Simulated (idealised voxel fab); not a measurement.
process module | voxel ribs on slabs
In the cross-section labelled cut, the width is 205 nm and each square cell is 5 nm.
Heads up, the way a cross-section reads in here is a grid of square cells, handed over as bands from the top down, with every band being one or more rows of cells.
The band entry comprises the height of the band's top followed by the height of its bottom, expressed in nm, and subsequently the band's materials from left to right, each stated together with its width in nm. Where a single material is marked with the word "full width", that material fills the band from edge to edge. The word "blank" represents empty space.
Below 0: as-received wafer, all one material; heights counted from there. Lowest band: no bottom, goes on down, written "0 and below".
The notation "30..40" denotes a width that varies across the rows of cells in the band, beginning at the first number in the top row, finishing at the second number in the bottom row, and changing by an identical amount from each row to the next.
"no change occurred" for a step: no cell of the cross-section changed in that step.
"Sealed void inventory": empty spaces of 8 cells or more with no open way to the top, each given as width x height at distance, distance from the left edge, all in nm.
Anything after a step's settings on that line? It's the simulator's own note about the step.
overlay nm: step with mask; distance mask lay right of planned place; negative value = left of planned place.
# Planned process steps
| 1 | RECEIVE: material Si |
| 2 | DIRECTIONAL_DEP: material SiO2, thk nm 25 |
| 3 | DIRECTIONAL_DEP: material SiN, thk nm 15 |
| 4 | DIRECTIONAL_DEP: material aC, thk nm 10 |
| 5 | PATTERN: tone cover, mask id RIB, material resist, width nm 20, thk nm 25, overlay nm 0 |
| 6 | DIRECTIONAL_ETCH: etch materials aC, depth nm 10 |
| 7 | STRIP: etch materials resist |
| 8 | DIRECTIONAL_ETCH: etch materials SiN, depth nm 5 |
| 9 | STRIP: etch materials aC |
| 10 | MASKED_ETCH: tone cover, mask id SLAB, width nm 60, etch materials SiN, depth nm 10, overlay nm 0 |
| 11 | FILL_DEP: material SiO2, thk nm 15 |
| 12 | CMP: height nm 50 |
| 13 | DIRECTIONAL_DEP: material W, thk nm 10 |
| 14 | PATTERN: tone cover, mask id HEATER, material resist, width nm 30, thk nm 15, overlay nm 0 |
| 15 | DIRECTIONAL_ETCH: etch materials W, depth nm 10 |
| 16 | STRIP: etch materials resist |
| 17 | CONFORMAL_DEP: material SiN, thk nm 5 |
# Wafer at receipt (post step 1), cross-section
	0 and below  Si full width
	Sealed void inventory: none
# End state of the module in cross-section, given the above starting point and plan and one mistake in execution
	65 down to 55  80 blank | 40 W | 85 blank
	55 down to 50  W full width
	50 down to 40  SiO2 full width
	40 down to 35  90 SiO2 | 20 SiN | 95 SiO2
	35 down to 25  70 SiO2 | 60 SiN | 75 SiO2
	25 down to 0  SiO2 full width
	0 and below  Si full width
	Sealed void inventory: none
The mistake made against the process plan was this: step 17 changed vs plan, executed as CONFORMAL_DEP: material W, thk nm 5
